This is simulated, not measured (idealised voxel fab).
Process module name: voxel capacitor over wiring
Section shown: cut. Width: 180 nm. Cell size: 5 nm, square.
Bands, listed from the top down, are how a cross-section gets written in this document; the cross-section itself is a grid of square cells, and a band is one or more rows of them.
Band: top and bottom heights (nm) first, top before bottom; then materials from left to right, widths in nm. "everywhere" marks a sole material filling the band edge to edge. "empty" denotes empty space.
Heads up on the height convention: 0 is the point under which the incoming wafer is all one material, and the lowest band has no bottom, it just keeps going down, like "0 -> down".
It should be noted that a width expressed as "30 to 40" varies in equal increments from row to row of cells within the band, taking the value of the first number at the top row and that of the second number at the bottom row.
Any step labelled "remained the same" changed none of the cells in the cross-section.
"Cavities, sealed" specifies each empty space that is not open to the top and that occupies no fewer than 8 cells, using the form width x height at distance, the distance measured from the left edge and all three quantities in nm.
If you see something after the settings on a step's line, that's the simulator's own remark about that step.
The "overlay nm" setting may appear on a step's line; for a step that uses a mask, it gives how far to the right of its planned position the mask lay, and a negative value indicates the left.
Process steps foreseen in the plan
- 1: RECEIVE | material Si
- 2: CONFORMAL_DEP | material SiO2 | thk nm 10
- 3: DIRECTIONAL_DEP | material TiN | thk nm 5
- 4: DIRECTIONAL_DEP | material Ru | thk nm 20
- 5: MASKED_ETCH | tone cover | mask id METAL_1 | width nm 20 | pitch nm 75 | etch materials Ru | depth nm 20 | overlay nm 0
- 6: MASKED_ETCH | tone cover | mask id METAL_1 | width nm 20 | pitch nm 75 | etch materials TiN | depth nm 5 | overlay nm 0
- 7: CONFORMAL_DEP | material SiN | thk nm 5
- 8: FILL_DEP | material SiO2 | thk nm 10
- 9: CMP | height nm 35
- 10: CONFORMAL_DEP | material SiCN | thk nm 5
- 11: DIRECTIONAL_DEP | material lowk | thk nm 10
- 12: PATTERN | tone open | mask id PLUG_1 | material resist | width nm 15 | thk nm 15 | overlay nm 0
- 13: DIRECTIONAL_ETCH | etch materials lowk | depth nm 10
- 14: DIRECTIONAL_ETCH | etch materials SiCN | depth nm 5
- 15: STRIP | etch materials resist
- 16: CONFORMAL_DEP | material TiN | thk nm 5
- 17: FILL_DEP | material W | thk nm 10
- 18: CMP | height nm 50
- 19: DIRECTIONAL_DEP | material TiN | thk nm 5
- 20: DIRECTIONAL_DEP | material SiN | thk nm 5
- 21: DIRECTIONAL_DEP | material TiN | thk nm 10
- 22: PATTERN | tone cover | mask id UPPER_PLATE | material resist | width nm 60 | thk nm 15 | overlay nm 0
- 23: DIRECTIONAL_ETCH | etch materials TiN | depth nm 10
- 24: DIRECTIONAL_ETCH | etch materials SiN | depth nm 5
- 25: STRIP | etch materials resist
- 26: PATTERN | tone cover | mask id LOWER_PLATE | material resist | width nm 70 | thk nm 15 | overlay nm 0
- 27: DIRECTIONAL_ETCH | etch materials TiN | depth nm 5
- 28: STRIP | etch materials resist
- 29: FILL_DEP | material SiO2 | thk nm 15
- 30: CMP | height nm 80
- 31: PATTERN | tone open | mask id PLUG_2 | material resist | width nm 15 | thk nm 15 | overlay nm 0
- 32: DIRECTIONAL_ETCH | etch materials SiO2 | depth nm 10
- 33: STRIP | etch materials resist
- 34: CONFORMAL_DEP | material TiN | thk nm 5
- 35: FILL_DEP | material Ru | thk nm 10
- 36: CMP | height nm 70
- 37: CONFORMAL_DEP | material SiCN | thk nm 5
For clarity, it should be stated that the wafers under discussion commence in an identical condition and differ with respect to the height nm of step 36, the plan indicating the value that the first wafer had.
The first of several wafers in cross-section, exactly as it reached us after step 1
* 0 -> down  Si everywhere
* Cavities, sealed: none
Once step 37, the last step, is complete, the module is at its end; this is the cross-section of the first of several wafers
* 75 -> 70  SiCN everywhere
* 70 -> 60  SiO2: 45; TiN: 60; SiO2: 75
* 60 -> 55  SiO2: 45; SiN: 60; SiO2: 75
* 55 -> 50  SiO2: 40; TiN: 70; SiO2: 70
* 50 -> 40  lowk: 45; TiN: 5; W: 5; TiN: 5; lowk: 120
* 40 -> 35  SiCN: 45; TiN: 15; SiCN: 120
* 35 -> 15  SiO2: 35; SiN: 5; Ru: 20; SiN: 5; SiO2: 45; SiN: 5; Ru: 20; SiN: 5; SiO2: 40
* 15 -> 10  SiN: 40; TiN: 20; SiN: 55; TiN: 20; SiN: 45
* 10 -> 0  SiO2 everywhere
* 0 -> down  Si everywhere
* Cavities, sealed: none
Sectional view of the last wafer upon completion of the module
* 100 -> 95  SiCN everywhere
* 95 -> 85  Ru everywhere
* 85 -> 80  TiN: 60; Ru: 5; TiN: 115
* 80 -> 75  SiO2: 55; TiN: 5; Ru: 5; TiN: 5; SiO2: 110
* 75 -> 70  SiO2: 55; TiN: 15; SiO2: 110
* 70 -> 60  SiO2: 45; TiN: 60; SiO2: 75
* 60 -> 55  SiO2: 45; SiN: 60; SiO2: 75
* 55 -> 50  SiO2: 40; TiN: 70; SiO2: 70
* 50 -> 40  lowk: 45; TiN: 5; W: 5; TiN: 5; lowk: 120
* 40 -> 35  SiCN: 45; TiN: 15; SiCN: 120
* 35 -> 15  SiO2: 35; SiN: 5; Ru: 20; SiN: 5; SiO2: 45; SiN: 5; Ru: 20; SiN: 5; SiO2: 40
* 15 -> 10  SiN: 40; TiN: 20; SiN: 55; TiN: 20; SiN: 45
* 10 -> 0  SiO2 everywhere
* 0 -> down  Si everywhere
* Cavities, sealed: none
Wafer rows, end of module: cells per material gained (+) or lost (-) since receipt; closed voids last
height nm 70 | +32 Ru | +69 SiCN | +56 SiN | +262 SiO2 | +53 TiN | +2 W | +66 lowk | Cavities, sealed: none
height nm 75 | +32 Ru | +69 SiCN | +56 SiN | +295 SiO2 | +56 TiN | +2 W | +66 lowk | Cavities, sealed: none
height nm 80 | +33 Ru | +69 SiCN | +56 SiN | +328 SiO2 | +58 TiN | +2 W | +66 lowk | Cavities, sealed: none
height nm 85 | +34 Ru | +69 SiCN | +56 SiN | +328 SiO2 | +93 TiN | +2 W | +66 lowk | Cavities, sealed: none
height nm 90 | +70 Ru | +69 SiCN | +56 SiN | +328 SiO2 | +93 TiN | +2 W | +66 lowk | Cavities, sealed: none
height nm 95 | +106 Ru | +69 SiCN | +56 SiN | +328 SiO2 | +93 TiN | +2 W | +66 lowk | Cavities, sealed: none
